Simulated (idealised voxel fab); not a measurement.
process module | voxel self aligned contacts
cross-section cut | 285 nm wide | cells 5 nm
A cross-section is a grid of square cells, given in bands from the top down. A band is one or more rows of cells.
Each band's line starts with the height of the band's top and of its bottom, in nm. Then come its materials from left to right, each with its width in nm. One material with "throughout" fills the band from edge to edge. "air" is empty space.
Height 0 is the level under which the wafer as received is all one material. The lowest band goes on downwards, as in "0 down".
A width such as "30 to 40" changes by the same amount from each row of cells to the next, from the band's top row to its bottom row.
"no change" after a step means that no cell of the cross-section changed.
closed voids: empty space of 8 cells or more with no open way to the top, each as width x height at its distance from the left edge, in nm
after a step's settings: what the simulator itself notes on the step
overlay nm, on a step with a mask: how far to the right of its planned place the mask lay; to the left if negative
plan
1 op RECEIVE | material Si
2 op OXIDIZE | depth nm 5
3 op DIRECTIONAL_DEP | material polySi | thk nm 20
4 op DIRECTIONAL_DEP | material SiN | thk nm 20
5 op DIRECTIONAL_DEP | material aC | thk nm 10
6 op PATTERN | tone cover | mask id GATE | material resist | width nm 25 | pitch nm 55 | thk nm 30 | overlay nm 0
7 op DIRECTIONAL_ETCH | etch materials aC | depth nm 10
8 op STRIP | etch materials resist
9 op DIRECTIONAL_ETCH | etch materials SiN | depth nm 20
10 op DIRECTIONAL_ETCH | etch materials polySi | depth nm 20
11 op STRIP | etch materials aC
12 op CONFORMAL_DEP | material SiN | thk nm 5
13 op DIRECTIONAL_ETCH | etch materials SiN | depth nm 5
14 op FILL_DEP | material SiO2 | thk nm 10
15 op CMP | height nm 45
16 op PATTERN | tone open | mask id CONTACT | material resist | width nm 40 | pitch nm 55 | thk nm 15 | overlay nm 0
17 op DIRECTIONAL_ETCH | etch materials SiO2 | depth nm 50
18 op STRIP | etch materials resist
19 op CONFORMAL_DEP | material TiN | thk nm 5
20 op FILL_DEP | material W | thk nm 5
21 op CMP | height nm 45
22 op CONFORMAL_DEP | material SiCN | thk nm 5
first wafer, as planned
as received, after step 1
  0 down: Si throughout
  closed voids: none
after step 2
  0 to -5: SiO2 throughout
  below -5: unchanged
after step 3
  20 to 0: polySi throughout
  below 0: unchanged
after step 4
  40 to 20: SiN throughout
  below 20: unchanged
after step 5
  50 to 40: aC throughout
  below 40: unchanged
after step 6
  80 to 50: air 75 | resist 25 | air 30 | resist 25 | air 30 | resist 25 | air 75
  below 50: unchanged
after step 7
  70 to 50: air 75 | resist 25 | air 30 | resist 25 | air 30 | resist 25 | air 75
  50 to 40: air 75 | aC 25 | air 30 | aC 25 | air 30 | aC 25 | air 75
  below 40: unchanged
after step 8
  50 to 40: air 75 | aC 25 | air 30 | aC 25 | air 30 | aC 25 | air 75
  below 40: unchanged
after step 9
  50 to 40: air 75 | aC 25 | air 30 | aC 25 | air 30 | aC 25 | air 75
  40 to 20: air 75 | SiN 25 | air 30 | SiN 25 | air 30 | SiN 25 | air 75
  below 20: unchanged
after step 10
  50 to 40: air 75 | aC 25 | air 30 | aC 25 | air 30 | aC 25 | air 75
  40 to 20: air 75 | SiN 25 | air 30 | SiN 25 | air 30 | SiN 25 | air 75
  20 to 0: air 75 | polySi 25 | air 30 | polySi 25 | air 30 | polySi 25 | air 75
  below 0: unchanged
after step 11
  40 to 20: air 75 | SiN 25 | air 30 | SiN 25 | air 30 | SiN 25 | air 75
  below 20: unchanged
after step 12
  45 to 20: air 70 | SiN 35 | air 20 | SiN 35 | air 20 | SiN 35 | air 70
  20 to 5: air 70 | SiN 5 | polySi 25 | SiN 5 | air 20 | SiN 5 | polySi 25 | SiN 5 | air 20 | SiN 5 | polySi 25 | SiN 5 | air 70
  5 to 0: SiN 75 | polySi 25 | SiN 30 | polySi 25 | SiN 30 | polySi 25 | SiN 75
  below 0: unchanged
after step 13
  40 to 20: air 70 | SiN 35 | air 20 | SiN 35 | air 20 | SiN 35 | air 70
  20 to 0: air 70 | SiN 5 | polySi 25 | SiN 5 | air 20 | SiN 5 | polySi 25 | SiN 5 | air 20 | SiN 5 | polySi 25 | SiN 5 | air 70
  below 0: unchanged
after step 14
  50 to 40: SiO2 throughout
  40 to 20: SiO2 70 | SiN 35 | SiO2 20 | SiN 35 | SiO2 20 | SiN 35 | SiO2 70
  20 to 0: SiO2 70 | SiN 5 | polySi 25 | SiN 5 | SiO2 20 | SiN 5 | polySi 25 | SiN 5 | SiO2 20 | SiN 5 | polySi 25 | SiN 5 | SiO2 70
  below 0: unchanged
after step 15
  45 to 40: SiO2 throughout
  below 40: unchanged
after step 16
  60 to 45: resist 95 | air 40 | resist 15 | air 40 | resist 95
  below 45: unchanged
after step 17
  60 to 45: resist 95 | air 40 | resist 15 | air 40 | resist 95
  45 to 40: SiO2 95 | air 40 | SiO2 15 | air 40 | SiO2 95
  40 to 20: SiO2 70 | SiN 35 | air 20 | SiN 35 | air 20 | SiN 35 | SiO2 70
  20 to 0: SiO2 70 | SiN 5 | polySi 25 | SiN 5 | air 20 | SiN 5 | polySi 25 | SiN 5 | air 20 | SiN 5 | polySi 25 | SiN 5 | SiO2 70
  0 to -5: SiO2 105 | air 20 | SiO2 35 | air 20 | SiO2 105
  below -5: unchanged
after step 18
  45 to 40: SiO2 95 | air 40 | SiO2 15 | air 40 | SiO2 95
  below 40: unchanged
after step 19
  50 to 45: TiN 100 | air 30 | TiN 25 | air 30 | TiN 100
  45 to 40: SiO2 95 | TiN 15 | air 10 | TiN 15 | SiO2 15 | TiN 15 | air 10 | TiN 15 | SiO2 95
  40 to 20: SiO2 70 | SiN 35 | TiN 5 | air 10 | TiN 5 | SiN 35 | TiN 5 | air 10 | TiN 5 | SiN 35 | SiO2 70
  20 to 0: SiO2 70 | SiN 5 | polySi 25 | SiN 5 | TiN 5 | air 10 | TiN 5 | SiN 5 | polySi 25 | SiN 5 | TiN 5 | air 10 | TiN 5 | SiN 5 | polySi 25 | SiN 5 | SiO2 70
  0 to -5: SiO2 105 | TiN 20 | SiO2 35 | TiN 20 | SiO2 105
  below -5: unchanged
after step 20
  55 to 50: W throughout
  50 to 45: TiN 100 | W 30 | TiN 25 | W 30 | TiN 100
  45 to 40: SiO2 95 | TiN 15 | W 10 | TiN 15 | SiO2 15 | TiN 15 | W 10 | TiN 15 | SiO2 95
  40 to 20: SiO2 70 | SiN 35 | TiN 5 | W 10 | TiN 5 | SiN 35 | TiN 5 | W 10 | TiN 5 | SiN 35 | SiO2 70
  20 to 0: SiO2 70 | SiN 5 | polySi 25 | SiN 5 | TiN 5 | W 10 | TiN 5 | SiN 5 | polySi 25 | SiN 5 | TiN 5 | W 10 | TiN 5 | SiN 5 | polySi 25 | SiN 5 | SiO2 70
  below 0: unchanged
after step 21
  45 to 40: SiO2 95 | TiN 15 | W 10 | TiN 15 | SiO2 15 | TiN 15 | W 10 | TiN 15 | SiO2 95
  below 40: unchanged
after step 22
  50 to 45: SiCN throughout
  below 45: unchanged
second wafer: like start, like plan, one mistake. Through step 11 it matches the first wafer
when step 12 should have ended
  45 to 40: air 70 | polySi 35 | air 20 | polySi 35 | air 20 | polySi 35 | air 70
  40 to 20: air 70 | polySi 5 | SiN 25 | polySi 5 | air 20 | polySi 5 | SiN 25 | polySi 5 | air 20 | polySi 5 | SiN 25 | polySi 5 | air 70
  20 to 5: air 70 | polySi 35 | air 20 | polySi 35 | air 20 | polySi 35 | air 70
  5 to 0: polySi throughout
  below 0: unchanged
when step 13 should have ended: no change
when step 14 should have ended
  55 to 45: SiO2 throughout
  45 to 40: SiO2 70 | polySi 35 | SiO2 20 | polySi 35 | SiO2 20 | polySi 35 | SiO2 70
  40 to 20: SiO2 70 | polySi 5 | SiN 25 | polySi 5 | SiO2 20 | polySi 5 | SiN 25 | polySi 5 | SiO2 20 | polySi 5 | SiN 25 | polySi 5 | SiO2 70
  20 to 5: SiO2 70 | polySi 35 | SiO2 20 | polySi 35 | SiO2 20 | polySi 35 | SiO2 70
  below 5: unchanged
when step 15 should have ended
  45 to 40: SiO2 70 | polySi 35 | SiO2 20 | polySi 35 | SiO2 20 | polySi 35 | SiO2 70
  below 40: unchanged
when step 16 should have ended
  60 to 45: resist 95 | air 40 | resist 15 | air 40 | resist 95
  below 45: unchanged
when step 17 should have ended
  60 to 45: resist 95 | air 40 | resist 15 | air 40 | resist 95
  45 to 40: SiO2 70 | polySi 35 | air 20 | polySi 35 | air 20 | polySi 35 | SiO2 70
  40 to 20: SiO2 70 | polySi 5 | SiN 25 | polySi 5 | air 20 | polySi 5 | SiN 25 | polySi 5 | air 20 | polySi 5 | SiN 25 | polySi 5 | SiO2 70
  20 to 5: SiO2 70 | polySi 35 | air 20 | polySi 35 | air 20 | polySi 35 | SiO2 70
  below 5: unchanged
when step 18 should have ended
  45 to 40: SiO2 70 | polySi 35 | air 20 | polySi 35 | air 20 | polySi 35 | SiO2 70
  below 40: unchanged
when step 19 should have ended
  50 to 45: TiN 110 | air 10 | TiN 45 | air 10 | TiN 110
  45 to 40: SiO2 70 | polySi 35 | TiN 5 | air 10 | TiN 5 | polySi 35 | TiN 5 | air 10 | TiN 5 | polySi 35 | SiO2 70
  40 to 20: SiO2 70 | polySi 5 | SiN 25 | polySi 5 | TiN 5 | air 10 | TiN 5 | polySi 5 | SiN 25 | polySi 5 | TiN 5 | air 10 | TiN 5 | polySi 5 | SiN 25 | polySi 5 | SiO2 70
  20 to 10: SiO2 70 | polySi 35 | TiN 5 | air 10 | TiN 5 | polySi 35 | TiN 5 | air 10 | TiN 5 | polySi 35 | SiO2 70
  10 to 5: SiO2 70 | polySi 35 | TiN 20 | polySi 35 | TiN 20 | polySi 35 | SiO2 70
  below 5: unchanged
when step 20 should have ended
  55 to 50: W throughout
  50 to 45: TiN 110 | W 10 | TiN 45 | W 10 | TiN 110
  45 to 40: SiO2 70 | polySi 35 | TiN 5 | W 10 | TiN 5 | polySi 35 | TiN 5 | W 10 | TiN 5 | polySi 35 | SiO2 70
  40 to 20: SiO2 70 | polySi 5 | SiN 25 | polySi 5 | TiN 5 | W 10 | TiN 5 | polySi 5 | SiN 25 | polySi 5 | TiN 5 | W 10 | TiN 5 | polySi 5 | SiN 25 | polySi 5 | SiO2 70
  20 to 10: SiO2 70 | polySi 35 | TiN 5 | W 10 | TiN 5 | polySi 35 | TiN 5 | W 10 | TiN 5 | polySi 35 | SiO2 70
  below 10: unchanged
when step 21 should have ended
  45 to 40: SiO2 70 | polySi 35 | TiN 5 | W 10 | TiN 5 | polySi 35 | TiN 5 | W 10 | TiN 5 | polySi 35 | SiO2 70
  below 40: unchanged
when step 22 should have ended
  50 to 45: SiCN throughout
  below 45: unchanged
what went wrong: step 12 ran as: op CONFORMAL_DEP | material polySi | thk nm 5
at the end the second wafer has, in cells: 48 fewer of SiN | 33 fewer of SiO2 | 16 fewer of TiN | 8 fewer of W | 105 more of polySi
